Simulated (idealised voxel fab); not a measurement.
Process module in this document: voxel released beams
Shown is cross-section cut, with a width of 145 nm and square cells of size 5 nm.
Each cross-section below is a grid of square cells, stated as bands in top-down order, with one or more rows of cells making up each band.
Heights first: top, then bottom, in nm. Then materials, left to right, each with a width in nm. "all across" on a single material: fills the band edge to edge. "air": empty space.
It should be noted that heights are counted from 0, beneath which the wafer as supplied is of one material throughout, and that the lowest band possesses no lower boundary but continues downward, as written in "0 and below".
Think of "30->40" as a width that walks from the first number to the second as you go down the band, top row to bottom row, taking equal-sized steps from row to row.
Take "no alteration" at face value: in the step it is given for, the cross-section changed in none of its cells.
Closed empty spaces (no open way to the top) of 8 cells or more are what "Voids, fully enclosed" lists, each as width x height at distance from the left edge, nm for all three.
Where a step's line continues beyond its settings, the continuation is a remark by the simulator itself on that step.
On any step carrying a mask, the "overlay nm" setting, if present on the step's line, tells how far right of its planned place the mask lay; negative values point to the left.
List of planned process steps:
1: op RECEIVE | material Si
2: op CONFORMAL_DEP | material Al2O3 | thk nm 10
3: op DIRECTIONAL_DEP | material SiO2 | thk nm 15
4: op DIRECTIONAL_DEP | material aC | thk nm 10
5: op PATTERN | tone open | mask id ANCHOR | material resist | width nm 45 | thk nm 25 | overlay nm 0
6: op DIRECTIONAL_ETCH | etch materials aC | depth nm 10
7: op STRIP | etch materials resist
8: op DIRECTIONAL_ETCH | etch materials SiO2 | depth nm 15
9: op STRIP | etch materials aC
10: op CONFORMAL_DEP | material polySi | thk nm 15
11: op PATTERN | tone cover | mask id BEAM | material resist | width nm 110 | thk nm 20 | overlay nm 0
12: op DIRECTIONAL_ETCH | etch materials polySi | depth nm 15
13: op STRIP | etch materials resist
14: op STRIP | etch materials SiO2
The following pertains to the first of two wafers, which was processed as planned:
As received, after step 1:
> 0 and below: Si all across
> Voids, fully enclosed: none
You're looking at a cross-section of the wafer after step 2:
> 10 down to 0: Al2O3 all across
> For the remainder of the cross-section, below 0, there is no change.
You're looking at a cross-section of the wafer after step 3:
> 25 down to 10: SiO2 all across
> For the remainder of the cross-section, below 10, there is no change.
You're looking at a cross-section of the wafer after step 4:
> 35 down to 25: aC all across
> For the remainder of the cross-section, below 25, there is no change.
You're looking at a cross-section of the wafer after step 5:
> 60 down to 35: 20 resist | 45 air | 80 resist
> For the remainder of the cross-section, below 35, there is no change.
You're looking at a cross-section of the wafer after step 6:
> 50 down to 35: 20 resist | 45 air | 80 resist
> 35 down to 25: 20 aC | 45 air | 80 aC
> For the remainder of the cross-section, below 25, there is no change.
You're looking at a cross-section of the wafer after step 7:
> 35 down to 25: 20 aC | 45 air | 80 aC
> For the remainder of the cross-section, below 25, there is no change.
You're looking at a cross-section of the wafer after step 8:
> 35 down to 25: 20 aC | 45 air | 80 aC
> 25 down to 10: 20 SiO2 | 45 air | 80 SiO2
> For the remainder of the cross-section, below 10, there is no change.
You're looking at a cross-section of the wafer after step 9:
> 25 down to 10: 20 SiO2 | 45 air | 80 SiO2
> For the remainder of the cross-section, below 10, there is no change.
You're looking at a cross-section of the wafer after step 10:
> 40 down to 25: 35 polySi | 15 air | 95 polySi
> 25 down to 10: 20 SiO2 | 45 polySi | 80 SiO2
> For the remainder of the cross-section, below 10, there is no change.
You're looking at a cross-section of the wafer after step 11:
> 60 down to 40: 15 air | 110 resist | 20 air
> 40 down to 25: 35 polySi | 15 resist | 95 polySi
> For the remainder of the cross-section, below 25, there is no change.
You're looking at a cross-section of the wafer after step 12:
> 60 down to 40: 15 air | 110 resist | 20 air
> 40 down to 25: 15 air | 20 polySi | 15 resist | 75 polySi | 20 air
> For the remainder of the cross-section, below 25, there is no change.
You're looking at a cross-section of the wafer after step 13:
> 40 down to 25: 15 air | 20 polySi | 15 air | 75 polySi | 20 air
> For the remainder of the cross-section, below 25, there is no change.
You're looking at a cross-section of the wafer after step 14:
> 40 down to 25: 15 air | 20 polySi | 15 air | 75 polySi | 20 air
> 25 down to 10: 20 air | 45 polySi | 80 air
> For the remainder of the cross-section, below 10, there is no change.
The Second Wafer: Common Origin and Plan, One Mistake in Execution, Identical to the First Through Step 10:
Cross-section of the second wafer at the time by which step 11 should have been completed according to the plan:
> 60 down to 40: 20 air | 110 resist | 15 air
> 40 down to 25: 35 polySi | 15 resist | 95 polySi
> For the remainder of the cross-section, below 25, there is no change.
Cross-section of the second wafer at the time by which step 12 should have been completed according to the plan:
> 60 down to 40: 20 air | 110 resist | 15 air
> 40 down to 25: 20 air | 15 polySi | 15 resist | 80 polySi | 15 air
> For the remainder of the cross-section, below 25, there is no change.
Cross-section of the second wafer at the time by which step 13 should have been completed according to the plan:
> 40 down to 25: 20 air | 15 polySi | 15 air | 80 polySi | 15 air
> For the remainder of the cross-section, below 25, there is no change.
Cross-section of the second wafer at the time by which step 14 should have been completed according to the plan:
> 40 down to 25: 20 air | 15 polySi | 15 air | 80 polySi | 15 air
> 25 down to 10: 20 air | 45 polySi | 80 air
> For the remainder of the cross-section, below 10, there is no change.
The mistake made against the process plan was this: off-plan run, step 11, actual operation and settings op PATTERN | tone cover | mask id BEAM | material resist | width nm 110 | thk nm 20 | overlay nm 5
When the process is done, the second wafer contains the same cell count of every material as the first wafer, but distributed over other locations.
